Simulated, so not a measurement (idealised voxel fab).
process module | voxel air gaps
cross-section cut | 255 nm wide | cells 5 nm
A cross-section is a grid of square cells, given in bands from the top down. A band is one or more rows of cells.
Each band's line starts with the height of the band's top and of its bottom, in nm. Then come its materials from left to right, each with its width in nm. One material with "throughout" fills the band from edge to edge. "air" is empty space.
Height 0 is the level under which the wafer as received is all one material. The lowest band goes on downwards, as in "0 down".
A width such as "30 to 40" changes by the same amount from each row of cells to the next, from the band's top row to its bottom row.
"no change" after a step means that no cell of the cross-section changed.
closed voids: empty space of 8 cells or more with no open way to the top, each as width x height at its distance from the left edge, in nm
after a step's settings: what the simulator itself notes on the step
overlay nm, on a step with a mask: how far to the right of its planned place the mask lay; to the left if negative
plan
1 op RECEIVE | material Si
2 op CONFORMAL_DEP | material SiO2 | thk nm 15
3 op CONFORMAL_DEP | material SiN | thk nm 5
4 op DIRECTIONAL_DEP | material lowk | thk nm 35
5 op DIRECTIONAL_DEP | material aC | thk nm 10
6 op PATTERN | tone open | mask id LINES | material resist | width nm 25 | pitch nm 55 | thk nm 25 | overlay nm 0
7 op DIRECTIONAL_ETCH | etch materials aC | depth nm 10
8 op STRIP | etch materials resist
9 op DIRECTIONAL_ETCH | etch materials lowk | depth nm 35
10 op STRIP | etch materials aC
11 op CONFORMAL_DEP | material TiN | thk nm 5
12 op FILL_DEP | material W | thk nm 5
13 op CMP | height nm 55
14 op EPI | material Ru | thk nm 10
15 op SELECTIVE_ETCH | etch materials lowk | depth nm 45
16 op CONFORMAL_DEP | material SiN | thk nm 5
as received, after step 1
  0 down: Si throughout
  closed voids: none
a wafer at the end: this start, this plan, one mistake
  65 to 55: air 50 | Ru 45 | air 10 | Ru 45 | air 10 | Ru 45 | air 50
  55 to 25: air 60 | TiN 5 | W 15 | TiN 5 | air 30 | TiN 5 | W 15 | TiN 5 | air 30 | TiN 5 | W 15 | TiN 5 | air 60
  25 to 20: air 60 | TiN 25 | air 30 | TiN 25 | air 30 | TiN 25 | air 60
  20 to 15: SiN throughout
  15 to 0: SiO2 throughout
  0 down: Si throughout
  closed voids: none
what went wrong: step 16 was left out
